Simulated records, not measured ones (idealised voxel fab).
process module | voxel capacitor over wiring
cross-section cut | 280 nm wide | cells 5 nm
A cross-section is a grid of square cells, given in bands from the top down. A band is one or more rows of cells.
Each band's line starts with the height of the band's top and of its bottom, in nm. Then come its materials from left to right, each with its width in nm. One material with "throughout" fills the band from edge to edge. "air" is empty space.
Height 0 is the level under which the wafer as received is all one material. The lowest band goes on downwards, as in "0 down".
A width such as "30 to 40" changes by the same amount from each row of cells to the next, from the band's top row to its bottom row.
"no change" after a step means that no cell of the cross-section changed.
closed voids: empty space of 8 cells or more with no open way to the top, each as width x height at its distance from the left edge, in nm
after a step's settings: what the simulator itself notes on the step
overlay nm, on a step with a mask: how far to the right of its planned place the mask lay; to the left if negative
plan
1 op RECEIVE | material Si
2 op CONFORMAL_DEP | material SiO2 | thk nm 10
3 op CONFORMAL_DEP | material SiN | thk nm 5
4 op DIRECTIONAL_DEP | material SiO2 | thk nm 15
5 op PATTERN | tone open | mask id METAL_1 | material resist | width nm 20 | pitch nm 70 | thk nm 15 | overlay nm 0
6 op DIRECTIONAL_ETCH | etch materials SiO2 | depth nm 15
7 op DIRECTIONAL_ETCH | etch materials SiN | depth nm 5
8 op STRIP | etch materials resist
9 op CONFORMAL_DEP | material TiN | thk nm 5
10 op FILL_DEP | material W | thk nm 10
11 op CMP | height nm 30
12 op EPI | material Ru | thk nm 5
13 op FILL_DEP | material SiCN | thk nm 5
14 op DIRECTIONAL_DEP | material lowk | thk nm 10
15 op DIRECTIONAL_DEP | material aC | thk nm 15
16 op PATTERN | tone open | mask id PLUG_1 | material resist | width nm 15 | thk nm 35 | overlay nm 0
17 op DIRECTIONAL_ETCH | etch materials aC | depth nm 15
18 op STRIP | etch materials resist
19 op DIRECTIONAL_ETCH | etch materials lowk | depth nm 10
20 op DIRECTIONAL_ETCH | etch materials SiCN | depth nm 5
21 op STRIP | etch materials aC
22 op CONFORMAL_DEP | material TiN | thk nm 5
23 op FILL_DEP | material Ru | thk nm 10
24 op CMP | height nm 50
25 op DIRECTIONAL_DEP | material TiN | thk nm 5
26 op DIRECTIONAL_DEP | material HfO2 | thk nm 5
27 op DIRECTIONAL_DEP | material TiN | thk nm 5
28 op DIRECTIONAL_DEP | material aC | thk nm 10
29 op PATTERN | tone cover | mask id UPPER_PLATE | material resist | width nm 55 | thk nm 25 | overlay nm 0
30 op DIRECTIONAL_ETCH | etch materials aC | depth nm 10
31 op STRIP | etch materials resist
32 op DIRECTIONAL_ETCH | etch materials TiN | depth nm 5
33 op DIRECTIONAL_ETCH | etch materials HfO2 | depth nm 5
34 op STRIP | etch materials aC
35 op MASKED_ETCH | tone cover | mask id LOWER_PLATE | width nm 65 | etch materials TiN | depth nm 5 | overlay nm 0
36 op FILL_DEP | material SiO2 | thk nm 15
37 op CMP | height nm 75
38 op DIRECTIONAL_DEP | material aC | thk nm 15
39 op PATTERN | tone open | mask id PLUG_2 | material resist | width nm 15 | thk nm 30 | overlay nm 0
40 op DIRECTIONAL_ETCH | etch materials aC | depth nm 15
41 op STRIP | etch materials resist
42 op DIRECTIONAL_ETCH | etch materials SiO2 | depth nm 10
43 op STRIP | etch materials aC
44 op CONFORMAL_DEP | material TiN | thk nm 5
45 op FILL_DEP | material Cu | thk nm 10
46 op CMP | height nm 75
47 op CONFORMAL_DEP | material SiCN | thk nm 5
as received, after step 1
  0 down: Si throughout
  closed voids: none
a wafer at the end: this start, this plan, one mistake
  80 to 75: SiCN throughout
  75 to 70: SiO2 110 | TiN 5 | Cu 5 | TiN 5 | SiO2 155
  70 to 60: SiO2 110 to 100 | TiN 15 to 55 | SiO2 155 to 125
  60 to 55: SiO2 100 | HfO2 55 | SiO2 125
  55 to 50: SiO2 95 | TiN 65 | SiO2 120
  50 to 40: lowk 100 | TiN 5 | Ru 5 | TiN 5 | lowk 165
  40 to 35: SiCN 100 | TiN 15 | SiCN 165
  35 to 30: SiCN 90 | Ru 30 | SiCN 40 | Ru 30 | SiCN 90
  30 to 20: SiO2 95 | TiN 5 | W 10 | TiN 5 | SiO2 50 | TiN 5 | W 10 | TiN 5 | SiO2 95
  20 to 15: SiN 95 | TiN 20 | SiN 50 | TiN 20 | SiN 95
  15 to 0: SiO2 throughout
  0 down: Si throughout
  closed voids: none
what went wrong: step 2 ran as: op CONFORMAL_DEP | material SiO2 | thk nm 15
